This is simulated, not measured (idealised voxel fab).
Process module heading - voxel capacitor over wiring
For reference, the cross-section in this document is cut, with width 200 nm and square cells of 5 nm.
Cross-section layout: square cells on a grid; listed as bands, top to bottom; a band spans one or more cell rows.
For a band, the entry starts with two heights in nm, that of the top and then that of the bottom, and carries on with the band's materials in order from left to right, each alongside its width in nm; the word "throughout" beside a single material means it fills the band edge to edge, and "blank" means empty space.
Where do heights start? At 0: under that level the wafer as delivered is made of one material only. And the lowest band has no floor; it just carries on downward, as in "from 0 down".
A width given as "30->40" starts at the first number in the band's top row and ends at the second number in its bottom row, shifting by an equal amount at every step from row to row.
Reading "nothing was modified" for a step: not a cell of the cross-section changed in it.
Entry "Closed internal voids" = empty spaces >= 8 cells with no open way to the top; each as width x height at distance, distance from left edge, all nm.
Anything after a step's settings on that line? It's the simulator's own note about the step.
Each step line may optionally specify "overlay nm", which for a step with a mask gives the rightward distance between the mask's planned place and where it lay, a negative value indicating the leftward direction.

So here's the lineup of process steps we planned
1: RECEIVE (material Si)
2: CONFORMAL_DEP (material SiO2; thk nm 15)
3: CONFORMAL_DEP (material SiCN; thk nm 5)
4: DIRECTIONAL_DEP (material lowk; thk nm 20)
5: PATTERN (tone open; mask id METAL_1; material resist; width nm 20; pitch nm 70; thk nm 20; overlay nm 0)
6: DIRECTIONAL_ETCH (etch materials lowk; depth nm 20)
7: DIRECTIONAL_ETCH (etch materials SiCN; depth nm 5)
8: STRIP (etch materials resist)
9: CONFORMAL_DEP (material TiN; thk nm 5)
10: FILL_DEP (material Cu; thk nm 10)
11: CMP (height nm 40)
12: CONFORMAL_DEP (material SiCN; thk nm 5)
13: DIRECTIONAL_DEP (material lowk; thk nm 10)
14: PATTERN (tone open; mask id PLUG_1; material resist; width nm 15; thk nm 15; overlay nm 0)
15: DIRECTIONAL_ETCH (etch materials lowk; depth nm 10)
16: DIRECTIONAL_ETCH (etch materials SiCN; depth nm 5)
17: STRIP (etch materials resist)
18: EPI (material Ru; thk nm 10)
19: EPI (material Ru; thk nm 5)
20: DIRECTIONAL_DEP (material TiN; thk nm 5)
21: DIRECTIONAL_DEP (material SiN; thk nm 5)
22: DIRECTIONAL_DEP (material TiN; thk nm 5)
23: DIRECTIONAL_DEP (material aC; thk nm 10)
24: PATTERN (tone cover; mask id UPPER_PLATE; material resist; width nm 55; thk nm 30; overlay nm 0)
25: DIRECTIONAL_ETCH (etch materials aC; depth nm 10)
26: STRIP (etch materials resist)
27: DIRECTIONAL_ETCH (etch materials TiN; depth nm 5)
28: DIRECTIONAL_ETCH (etch materials SiN; depth nm 5)
29: STRIP (etch materials aC)
30: MASKED_ETCH (tone cover; mask id LOWER_PLATE; width nm 65; etch materials TiN; depth nm 5; overlay nm 0)
31: FILL_DEP (material SiO2; thk nm 15)
32: CMP (height nm 80)
33: PATTERN (tone open; mask id PLUG_2; material resist; width nm 15; thk nm 20; overlay nm 0)
34: DIRECTIONAL_ETCH (etch materials SiO2; depth nm 10)
35: STRIP (etch materials resist)
36: CONFORMAL_DEP (material TiN; thk nm 5)
37: FILL_DEP (material Cu; thk nm 10)
38: CMP (height nm 80)
39: CONFORMAL_DEP (material SiN; thk nm 5)

First of two wafers, with the run carried out as planned

Incoming wafer in cross-section (state: after step 1)
- from 0 down: Si throughout
- Closed internal voids: none

The following cross-section depicts the wafer upon completion of step 2
- from 15 to 0: SiO2 throughout
- For the remainder of the cross-section, below 0, there is no change.

The following cross-section depicts the wafer upon completion of step 3
- from 20 to 15: SiCN throughout
- For the remainder of the cross-section, below 15, there is no change.

The following cross-section depicts the wafer upon completion of step 4
- from 40 to 20: lowk throughout
- For the remainder of the cross-section, below 20, there is no change.

The following cross-section depicts the wafer upon completion of step 5
- from 60 to 40: resist: 55, then blank: 20, then resist: 50, then blank: 20, then resist: 55
- For the remainder of the cross-section, below 40, there is no change.

The following cross-section depicts the wafer upon completion of step 6
- from 60 to 40: resist: 55, then blank: 20, then resist: 50, then blank: 20, then resist: 55
- from 40 to 20: lowk: 55, then blank: 20, then lowk: 50, then blank: 20, then lowk: 55
- For the remainder of the cross-section, below 20, there is no change.

The following cross-section depicts the wafer upon completion of step 7
- from 60 to 40: resist: 55, then blank: 20, then resist: 50, then blank: 20, then resist: 55
- from 40 to 20: lowk: 55, then blank: 20, then lowk: 50, then blank: 20, then lowk: 55
- from 20 to 15: SiCN: 55, then blank: 20, then SiCN: 50, then blank: 20, then SiCN: 55
- For the remainder of the cross-section, below 15, there is no change.

The following cross-section depicts the wafer upon completion of step 8
- from 40 to 20: lowk: 55, then blank: 20, then lowk: 50, then blank: 20, then lowk: 55
- For the remainder of the cross-section, below 20, there is no change.

The following cross-section depicts the wafer upon completion of step 9
- from 45 to 40: TiN: 60, then blank: 10, then TiN: 60, then blank: 10, then TiN: 60
- from 40 to 20: lowk: 55, then TiN: 5, then blank: 10, then TiN: 5, then lowk: 50, then TiN: 5, then blank: 10, then TiN: 5, then lowk: 55
- from 20 to 15: SiCN: 55, then TiN: 20, then SiCN: 50, then TiN: 20, then SiCN: 55
- For the remainder of the cross-section, below 15, there is no change.

The following cross-section depicts the wafer upon completion of step 10
- from 55 to 45: Cu throughout
- from 45 to 40: TiN: 60, then Cu: 10, then TiN: 60, then Cu: 10, then TiN: 60
- from 40 to 20: lowk: 55, then TiN: 5, then Cu: 10, then TiN: 5, then lowk: 50, then TiN: 5, then Cu: 10, then TiN: 5, then lowk: 55
- For the remainder of the cross-section, below 20, there is no change.

The following cross-section depicts the wafer upon completion of step 11
- from 40 to 20: lowk: 55, then TiN: 5, then Cu: 10, then TiN: 5, then lowk: 50, then TiN: 5, then Cu: 10, then TiN: 5, then lowk: 55
- For the remainder of the cross-section, below 20, there is no change.

The following cross-section depicts the wafer upon completion of step 12
- from 45 to 40: SiCN throughout
- For the remainder of the cross-section, below 40, there is no change.

The following cross-section depicts the wafer upon completion of step 13
- from 55 to 45: lowk throughout
- For the remainder of the cross-section, below 45, there is no change.

The following cross-section depicts the wafer upon completion of step 14
- from 70 to 55: resist: 60, then blank: 15, then resist: 125
- For the remainder of the cross-section, below 55, there is no change.

The following cross-section depicts the wafer upon completion of step 15
- from 70 to 55: resist: 60, then blank: 15, then resist: 125
- from 55 to 45: lowk: 60, then blank: 15, then lowk: 125
- For the remainder of the cross-section, below 45, there is no change.

The following cross-section depicts the wafer upon completion of step 16
- from 70 to 55: resist: 60, then blank: 15, then resist: 125
- from 55 to 45: lowk: 60, then blank: 15, then lowk: 125
- from 45 to 40: SiCN: 60, then blank: 15, then SiCN: 125
- For the remainder of the cross-section, below 40, there is no change.

The following cross-section depicts the wafer upon completion of step 17
- from 55 to 45: lowk: 60, then blank: 15, then lowk: 125
- For the remainder of the cross-section, below 45, there is no change.

The following cross-section depicts the wafer upon completion of step 18
- from 55 to 50: lowk: 60, then blank: 15, then lowk: 125
- from 50 to 45: lowk: 60, then Ru: 15, then lowk: 125
- from 45 to 40: SiCN: 60, then Ru: 15, then SiCN: 125
- For the remainder of the cross-section, below 40, there is no change.

The following cross-section depicts the wafer upon completion of step 19
- from 55 to 45: lowk: 60, then Ru: 15, then lowk: 125
- For the remainder of the cross-section, below 45, there is no change.

The following cross-section depicts the wafer upon completion of step 20
- from 60 to 55: TiN throughout
- For the remainder of the cross-section, below 55, there is no change.

The following cross-section depicts the wafer upon completion of step 21
- from 65 to 60: SiN throughout
- For the remainder of the cross-section, below 60, there is no change.

The following cross-section depicts the wafer upon completion of step 22
- from 70 to 65: TiN throughout
- For the remainder of the cross-section, below 65, there is no change.

The following cross-section depicts the wafer upon completion of step 23
- from 80 to 70: aC throughout
- For the remainder of the cross-section, below 70, there is no change.

The following cross-section depicts the wafer upon completion of step 24
- from 110 to 80: blank: 60, then resist: 55, then blank: 85
- For the remainder of the cross-section, below 80, there is no change.

The following cross-section depicts the wafer upon completion of step 25
- from 100 to 80: blank: 60, then resist: 55, then blank: 85
- from 80 to 70: blank: 60, then aC: 55, then blank: 85
- For the remainder of the cross-section, below 70, there is no change.

The following cross-section depicts the wafer upon completion of step 26
- from 80 to 70: blank: 60, then aC: 55, then blank: 85
- For the remainder of the cross-section, below 70, there is no change.

The following cross-section depicts the wafer upon completion of step 27
- from 80 to 70: blank: 60, then aC: 55, then blank: 85
- from 70 to 65: blank: 60, then TiN: 55, then blank: 85
- For the remainder of the cross-section, below 65, there is no change.

The following cross-section depicts the wafer upon completion of step 28
- from 80 to 70: blank: 60, then aC: 55, then blank: 85
- from 70 to 65: blank: 60, then TiN: 55, then blank: 85
- from 65 to 60: blank: 60, then SiN: 55, then blank: 85
- For the remainder of the cross-section, below 60, there is no change.

The following cross-section depicts the wafer upon completion of step 29
- from 70 to 65: blank: 60, then TiN: 55, then blank: 85
- For the remainder of the cross-section, below 65, there is no change.

The following cross-section depicts the wafer upon completion of step 30
- from 70 to 65: blank: 60, then TiN: 55, then blank: 85
- from 65 to 60: blank: 60, then SiN: 55, then blank: 85
- from 60 to 55: blank: 55, then TiN: 65, then blank: 80
- For the remainder of the cross-section, below 55, there is no change.

The following cross-section depicts the wafer upon completion of step 31
- from 85 to 70: SiO2 throughout
- from 70 to 65: SiO2: 60, then TiN: 55, then SiO2: 85
- from 65 to 60: SiO2: 60, then SiN: 55, then SiO2: 85
- from 60 to 55: SiO2: 55, then TiN: 65, then SiO2: 80
- For the remainder of the cross-section, below 55, there is no change.

The following cross-section depicts the wafer upon completion of step 32
- from 80 to 70: SiO2 throughout
- For the remainder of the cross-section, below 70, there is no change.

The following cross-section depicts the wafer upon completion of step 33
- from 100 to 80: resist: 70, then blank: 15, then resist: 115
- For the remainder of the cross-section, below 80, there is no change.

The following cross-section depicts the wafer upon completion of step 34
- from 100 to 80: resist: 70, then blank: 15, then resist: 115
- from 80 to 70: SiO2: 70, then blank: 15, then SiO2: 115
- For the remainder of the cross-section, below 70, there is no change.

The following cross-section depicts the wafer upon completion of step 35
- from 80 to 70: SiO2: 70, then blank: 15, then SiO2: 115
- For the remainder of the cross-section, below 70, there is no change.

The following cross-section depicts the wafer upon completion of step 36
- from 85 to 80: TiN: 75, then blank: 5, then TiN: 120
- from 80 to 75: SiO2: 70, then TiN: 5, then blank: 5, then TiN: 5, then SiO2: 115
- from 75 to 65: SiO2: 70->60, then TiN: 15->55, then SiO2: 115->85
- For the remainder of the cross-section, below 65, there is no change.

The following cross-section depicts the wafer upon completion of step 37
- from 95 to 85: Cu throughout
- from 85 to 80: TiN: 75, then Cu: 5, then TiN: 120
- from 80 to 75: SiO2: 70, then TiN: 5, then Cu: 5, then TiN: 5, then SiO2: 115
- For the remainder of the cross-section, below 75, there is no change.

The following cross-section depicts the wafer upon completion of step 38
- from 80 to 75: SiO2: 70, then TiN: 5, then Cu: 5, then TiN: 5, then SiO2: 115
- For the remainder of the cross-section, below 75, there is no change.

The following cross-section depicts the wafer upon completion of step 39
- from 85 to 80: SiN throughout
- For the remainder of the cross-section, below 80, there is no change.

Second wafer - shared start and plan with the first - one error in running - same as the first up to step 32 inclusive

Second wafer, sectioned view, at step 33's planned end time
- from 100 to 80: blank: 70, then resist: 15, then blank: 115
- For the remainder of the cross-section, below 80, there is no change.

Second wafer, sectioned view, at step 34's planned end time
- from 100 to 80: blank: 70, then resist: 15, then blank: 115
- from 80 to 70: blank: 70, then SiO2: 15, then blank: 115
- For the remainder of the cross-section, below 70, there is no change.

Second wafer, sectioned view, at step 35's planned end time
- from 80 to 70: blank: 70, then SiO2: 15, then blank: 115
- For the remainder of the cross-section, below 70, there is no change.

Second wafer, sectioned view, at step 36's planned end time
- from 85 to 80: blank: 65, then TiN: 25, then blank: 110
- from 80 to 75: blank: 65, then TiN: 5, then SiO2: 15, then TiN: 5, then blank: 110
- from 75 to 70: TiN: 70, then SiO2: 15, then TiN: 115
- For the remainder of the cross-section, below 70, there is no change.

Second wafer, sectioned view, at step 37's planned end time
- from 95 to 85: Cu throughout
- from 85 to 80: Cu: 65, then TiN: 25, then Cu: 110
- from 80 to 75: Cu: 65, then TiN: 5, then SiO2: 15, then TiN: 5, then Cu: 110
- For the remainder of the cross-section, below 75, there is no change.

Second wafer, sectioned view, at step 38's planned end time
- from 80 to 75: Cu: 65, then TiN: 5, then SiO2: 15, then TiN: 5, then Cu: 110
- For the remainder of the cross-section, below 75, there is no change.

Second wafer, sectioned view, at step 39's planned end time
- from 85 to 80: SiN throughout
- For the remainder of the cross-section, below 80, there is no change.
What was done differently from what was planned? step 33: run off-plan, actual operation and settings PATTERN (tone cover; mask id PLUG_2; material resist; width nm 15; thk nm 20; overlay nm 0)
Counted in cells at the end, the second wafer holds more or fewer of these materials than the first: +34 Cu, -68 SiO2, +34 TiN
